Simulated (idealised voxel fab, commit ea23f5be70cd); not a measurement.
process module | voxel self aligned contacts
cross-section cut | 220 nm wide | cells 5 nm
A cross-section is a grid of square cells, given in bands from the top down. A band is one or more rows of cells.
Each band's line starts with the height of the band's top and of its bottom, in nm. Then come its materials from left to right, each with its width in nm. One material with "throughout" fills the band from edge to edge. "air" is empty space.
Height 0 is the level under which the wafer as received is all one material. The lowest band goes on downwards, as in "0 down".
A width such as "30 to 40" changes by the same amount from each row of cells to the next, from the band's top row to its bottom row.
"no change" after a step means that no cell of the cross-section changed.
closed voids: empty space of 8 cells or more with no open way to the top, each as width x height at its distance from the left edge, in nm
after a step's settings: what the simulator itself notes on the step
overlay nm, on a step with a mask: how far to the right of its planned place the mask lay; to the left if negative
plan
1 op RECEIVE | material Si
2 op OXIDIZE | depth nm 5
3 op DIRECTIONAL_DEP | material polySi | thk nm 30
4 op DIRECTIONAL_DEP | material SiN | thk nm 20
5 op PATTERN | tone cover | mask id GATE | material resist | width nm 35 | pitch nm 65 | thk nm 15 | overlay nm 0
6 op DIRECTIONAL_ETCH | etch materials SiN | depth nm 20
7 op DIRECTIONAL_ETCH | etch materials polySi | depth nm 30
8 op STRIP | etch materials resist
9 op CONFORMAL_DEP | material SiN | thk nm 5
10 op DIRECTIONAL_ETCH | etch materials SiN | depth nm 5
11 op FILL_DEP | material SiO2 | thk nm 15
12 op CMP | height nm 55
13 op PATTERN | tone open | mask id CONTACT | material resist | width nm 50 | pitch nm 65 | thk nm 15 | overlay nm 0
14 op DIRECTIONAL_ETCH | etch materials SiO2 | depth nm 60
15 op STRIP | etch materials resist
16 op CONFORMAL_DEP | material TiN | thk nm 5
17 op FILL_DEP | material Ru | thk nm 10
18 op CMP | height nm 55
19 op CONFORMAL_DEP | material SiN | thk nm 5
as received, after step 1
  0 down: Si throughout
  closed voids: none
a wafer at the end: this start, this plan, one mistake
  60 to 55: SiN throughout
  55 to 50: SiO2 50 | TiN 20 | Ru 10 | TiN 20 | SiO2 15 | TiN 20 | Ru 10 | TiN 20 | SiO2 55
  50 to 30: SiO2 20 | SiN 45 | TiN 5 | Ru 10 | TiN 5 | SiN 45 | TiN 5 | Ru 10 | TiN 5 | SiN 45 | SiO2 25
  30 to 0: SiO2 20 | SiN 5 | polySi 35 | SiN 5 | TiN 5 | Ru 10 | TiN 5 | SiN 5 | polySi 35 | SiN 5 | TiN 5 | Ru 10 | TiN 5 | SiN 5 | polySi 35 | SiN 5 | SiO2 25
  0 to -5: SiO2 65 | TiN 20 | SiO2 45 | TiN 20 | SiO2 70
  -5 to -10: SiO2 throughout
  -10 down: Si throughout
  closed voids: none
what went wrong: step 2 ran as: op OXIDIZE | depth nm 10
